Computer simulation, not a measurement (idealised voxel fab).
The name of this process module is voxel gate over fins.
For reference, the cross-section in this document is cut, with width 290 nm and square cells of 5 nm.
Throughout this document, each cross-section is represented as a grid of square cells and is presented as a sequence of bands enumerated from the top downward, where a band comprises one or more rows of cells. Heads up on the band format: heights come first, top then bottom, in nm. After that it's the materials left to right, each with its width in nm. A single material flagged "full width" fills the whole band edge to edge, and "air" means there's empty space there. For the purposes of this specification, 0 denotes the height below which the wafer in its as-received condition is composed wholly of one material, and the lowermost band, lacking a lower limit, extends downward without end, as expressed in "from 0 down". A two-number width, for instance "30 to 40", indicates that the width is equal to the first number in the top row of the band and to the second number in the bottom row, and that it changes by a constant amount per row of cells. "nothing got changed" means the step left every cell of the cross-section as it was. Empty spaces without an open route to the top, at least 8 cells in extent, make up the entry "Completely sealed voids"; each is given as width x height at distance, where the distance is measured from the left edge, and all are in nm. Anything after a step's settings on that line? It's the simulator's own note about the step. overlay nm, on a step with a mask: how far to the right of its planned place the mask lay; to the left if negative.

**The following list gives the planned process steps**
1,RECEIVE, material Si
2,CONFORMAL_DEP, material SiN, thk nm 5
3,PATTERN, tone cover, mask id FINS, material resist, width nm 15, pitch nm 45, thk nm 15, overlay nm 0
4,DIRECTIONAL_ETCH, etch materials SiN, depth nm 5
5,DIRECTIONAL_ETCH, etch materials Si, depth nm 30
6,STRIP, etch materials resist
7,OXIDIZE, depth nm 5
8,FILL_DEP, material SiO2, thk nm 5
9,CMP, height nm 5
10,SELECTIVE_ETCH, etch materials SiO2, depth nm 15
11,STRIP, etch materials SiN
12,CONFORMAL_DEP, material HfO2, thk nm 5
13,CONFORMAL_DEP, material TiN, thk nm 5
14,FILL_DEP, material W, thk nm 15
15,CMP, height nm 20
16,CONFORMAL_DEP, material SiCN, thk nm 10

**Cross-section of the wafer upon arrival, representing the state reached after step 1**
from 0 down | Si full width
Completely sealed voids: none

**End-of-module cross-section. Starting structure and process plan as above; one mistake made in running it**
from 30 to 20 | SiCN full width
from 20 to 10 | W full width
from 10 to 5 | W 75 / TiN 25 / W 20 / TiN 25 / W 20 / TiN 25 / W 100
from 5 to 0 | W 75 / TiN 5 / HfO2 15 / TiN 5 / W 20 / TiN 5 / HfO2 15 / TiN 5 / W 20 / TiN 5 / HfO2 15 / TiN 5 / W 100
from 0 to -5 | TiN 80 / HfO2 5 / Si 5 / HfO2 5 / TiN 30 / HfO2 5 / Si 5 / HfO2 5 / TiN 30 / HfO2 5 / Si 5 / HfO2 5 / TiN 105
from -5 to -10 | HfO2 85 / Si 5 / HfO2 40 / Si 5 / HfO2 40 / Si 5 / HfO2 110
from -10 to -35 | SiO2 85 / Si 5 / SiO2 40 / Si 5 / SiO2 40 / Si 5 / SiO2 110
from -35 down | Si full width
Completely sealed voids: none
Processing error: in deviation from the planned setting, step 3 was conducted as PATTERN, tone cover, mask id FINS, material resist, width nm 15, pitch nm 45, thk nm 15, overlay nm -10
